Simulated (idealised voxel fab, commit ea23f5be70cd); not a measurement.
You're looking at the process module voxel lift off.
Each square cell in cross-section cut measures 5 nm, and the section as a whole is 295 nm wide.
Cross-section, as written here: a square-cell grid given band by band from the top down, where a band holds one or more rows of cells. Look at the band entry: it leads with the top's height and the bottom's height in nm. Then it lists the materials left to right, with a width in nm for each. The word "everywhere" on a single material says that material fills the band edge to edge. The word "blank" is empty space. Heights are reckoned from 0. Under this level, the received wafer is all of one material. The bottommost band is open-ended downward, for example "0..down". A width such as "30 to 40" changes by the same amount from each row of cells to the next, from the band's top row to its bottom row. For the purposes of this document, the phrase "no modification" attached to a step denotes that no cell within the cross-section was modified by that step. "Catalogued sealed voids" enumerates empty spaces isolated from the top, with no open way to it, that contain at least 8 cells, giving each as width x height at distance from the left edge, all three in nm. It should be noted that, on the line of a given step, the content following the step's settings is a remark produced by the simulator itself with respect to that step. Steps that use a mask can have "overlay nm" on their line. It says how far the mask sat to the right of where it was meant to be. Negative means to the left.

# Process steps - plan
1: RECEIVE: material Si
2: CONFORMAL_DEP: material SiN, thk nm 10
3: PATTERN: tone open, mask id LINES, material resist, width nm 15, pitch nm 40, thk nm 25, overlay nm 0
4: DIRECTIONAL_DEP: material Ru, thk nm 15
5: STRIP: etch materials resist
6: CONFORMAL_DEP: material SiN, thk nm 10
The value of width nm given for step 3 in the plan refers to the first wafer; the wafers vary in this setting and are alike at the start.

# Step 1 complete: as-received cross-section of the first of several wafers
  0..down: Si everywhere
  Catalogued sealed voids: none

# Post step 6, the closing step of the module: first of several wafers, cross-sectioned
  35..25: blank (110) | SiN (35) | blank (5) | SiN (35) | blank (110)
  25..20: blank (110) | SiN (10) | Ru (15) | SiN (10) | blank (5) | SiN (10) | Ru (15) | SiN (10) | blank (110)
  20..10: SiN (120) | Ru (15) | SiN (25) | Ru (15) | SiN (120)
  10..0: SiN everywhere
  0..down: Si everywhere
  Catalogued sealed voids: none

# Showing the last wafer in cross-section at the end of the module
  35..25: blank (105) | SiN (85) | blank (105)
  25..20: blank (105) | SiN (10) | Ru (25) | SiN (15) | Ru (25) | SiN (10) | blank (105)
  20..10: SiN (115) | Ru (25) | SiN (15) | Ru (25) | SiN (115)
  10..0: SiN everywhere
  0..down: Si everywhere
  Catalogued sealed voids: none

# Basically each wafer gets a line in the table, showing it at the end of the module: material by material, the cells it gained (+) or lost (-) since we got it, then its closed voids
width nm 15, +18 Ru, +260 SiN, Catalogued sealed voids: none
width nm 20, +24 Ru, +260 SiN, Catalogued sealed voids: none
width nm 25, +30 Ru, +257 SiN, Catalogued sealed voids: none
